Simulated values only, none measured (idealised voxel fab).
voxel self aligned contacts: a process module
The width of the displayed cross-section, cut, is 270 nm; its cells are square, with a size of 5 nm.
For the purposes of this document, a cross-section shall be understood as a grid of square cells, specified as bands listed in top-to-bottom order, each band consisting of one or more rows of cells.
What a band's entry tells you: where the top is and where the bottom is, as heights in nm, and after that what lies inside, material by material from left to right, each with its width in nm. Empty space is written as the word "empty", and a single material marked with the word "throughout" occupies the band from edge to edge.
Height reference: 0 = level under which incoming wafer is all one material. Lowest band: no bottom, runs on downward, e.g. "from 0 down".
It should be noted that a width expressed as "30->40" varies in equal increments from row to row of cells within the band, taking the value of the first number at the top row and that of the second number at the bottom row.
The cross-section has no changed cell in any step marked "everything unchanged".
Listed in "Closed voids list": every empty space of 8 or more cells without an open way to the top. Form: width x height at distance, the distance being from the left edge, all in nm.
It should be noted that, on the line of a given step, the content following the step's settings is a remark produced by the simulator itself with respect to that step.
When a step includes a mask, the "overlay nm" setting on its line states how far to the right of its planned place that mask lay, and negative values state how far to the left.
## List of planned process steps
1 op RECEIVE | material Si
2 op CONFORMAL_DEP | material SiO2 | thk nm 5
3 op DIRECTIONAL_DEP | material polySi | thk nm 25
4 op DIRECTIONAL_DEP | material SiN | thk nm 20
5 op MASKED_ETCH | tone cover | mask id GATE | width nm 25 | pitch nm 65 | etch materials SiN | depth nm 20 | overlay nm 0
6 op MASKED_ETCH | tone cover | mask id GATE | width nm 25 | pitch nm 65 | etch materials polySi | depth nm 25 | overlay nm 0
7 op CONFORMAL_DEP | material SiN | thk nm 10
8 op DIRECTIONAL_ETCH | etch materials SiN | depth nm 10
9 op FILL_DEP | material SiO2 | thk nm 15
10 op CMP | height nm 55
11 op PATTERN | tone open | mask id CONTACT | material resist | width nm 50 | pitch nm 65 | thk nm 15 | overlay nm 0
12 op DIRECTIONAL_ETCH | etch materials SiO2 | depth nm 45
13 op STRIP | etch materials resist
14 op CONFORMAL_DEP | material TiN | thk nm 5
15 op FILL_DEP | material W | thk nm 5
16 op CMP | height nm 55
17 op CONFORMAL_DEP | material SiN | thk nm 5
Every wafer here starts from the same state; it is the step 12 depth nm that distinguishes them, and the value the plan gives belongs to the first wafer.
## Cross-section: the first of several wafers in its as-received state, i.e. following step 1
* from 0 down | Si throughout
* Closed voids list: none
## The first of several wafers, seen in cross-section after the module's last step, step 17
* from 60 to 55 | SiN throughout
* from 55 to 50 | SiO2 75 nm, TiN 20 nm, W 10 nm, TiN 20 nm, SiO2 15 nm, TiN 20 nm, W 10 nm, TiN 20 nm, SiO2 80 nm
* from 50 to 30 | SiO2 45 nm, SiN 45 nm, TiN 5 nm, W 10 nm, TiN 5 nm, SiN 45 nm, TiN 5 nm, W 10 nm, TiN 5 nm, SiN 45 nm, SiO2 50 nm
* from 30 to 15 | SiO2 45 nm, SiN 10 nm, polySi 25 nm, SiN 10 nm, TiN 5 nm, W 10 nm, TiN 5 nm, SiN 10 nm, polySi 25 nm, SiN 10 nm, TiN 5 nm, W 10 nm, TiN 5 nm, SiN 10 nm, polySi 25 nm, SiN 10 nm, SiO2 50 nm
* from 15 to 10 | SiO2 45 nm, SiN 10 nm, polySi 25 nm, SiN 10 nm, TiN 20 nm, SiN 10 nm, polySi 25 nm, SiN 10 nm, TiN 20 nm, SiN 10 nm, polySi 25 nm, SiN 10 nm, SiO2 50 nm
* from 10 to 5 | SiO2 45 nm, SiN 10 nm, polySi 25 nm, SiN 10 nm, SiO2 20 nm, SiN 10 nm, polySi 25 nm, SiN 10 nm, SiO2 20 nm, SiN 10 nm, polySi 25 nm, SiN 10 nm, SiO2 50 nm
* from 5 to 0 | SiO2 throughout
* from 0 down | Si throughout
* Closed voids list: none
## Here's the last wafer cross-sectioned at the end of the module
* from 60 to 55 | SiN throughout
* from 55 to 50 | SiO2 75 nm, TiN 20 nm, W 10 nm, TiN 20 nm, SiO2 15 nm, TiN 20 nm, W 10 nm, TiN 20 nm, SiO2 80 nm
* from 50 to 30 | SiO2 45 nm, SiN 45 nm, TiN 5 nm, W 10 nm, TiN 5 nm, SiN 45 nm, TiN 5 nm, W 10 nm, TiN 5 nm, SiN 45 nm, SiO2 50 nm
* from 30 to 5 | SiO2 45 nm, SiN 10 nm, polySi 25 nm, SiN 10 nm, TiN 5 nm, W 10 nm, TiN 5 nm, SiN 10 nm, polySi 25 nm, SiN 10 nm, TiN 5 nm, W 10 nm, TiN 5 nm, SiN 10 nm, polySi 25 nm, SiN 10 nm, SiO2 50 nm
* from 5 to 0 | SiO2 90 nm, TiN 20 nm, SiO2 45 nm, TiN 20 nm, SiO2 95 nm
* from 0 down | Si throughout
* Closed voids list: none
## Per wafer, end of module: cells gained (+) or lost (-) per material since receipt, then closed voids
depth nm 45, +222 SiN, +267 SiO2, +52 TiN, +32 W, +75 polySi, Closed voids list: none
depth nm 50, +222 SiN, +259 SiO2, +56 TiN, +36 W, +75 polySi, Closed voids list: none
depth nm 55, +222 SiN, +251 SiO2, +60 TiN, +40 W, +75 polySi, Closed voids list: none
depth nm 60, +222 SiN, +251 SiO2, +60 TiN, +40 W, +75 polySi, Closed voids list: none
depth nm 65, +222 SiN, +251 SiO2, +60 TiN, +40 W, +75 polySi, Closed voids list: none
depth nm 70, +222 SiN, +251 SiO2, +60 TiN, +40 W, +75 polySi, Closed voids list: none
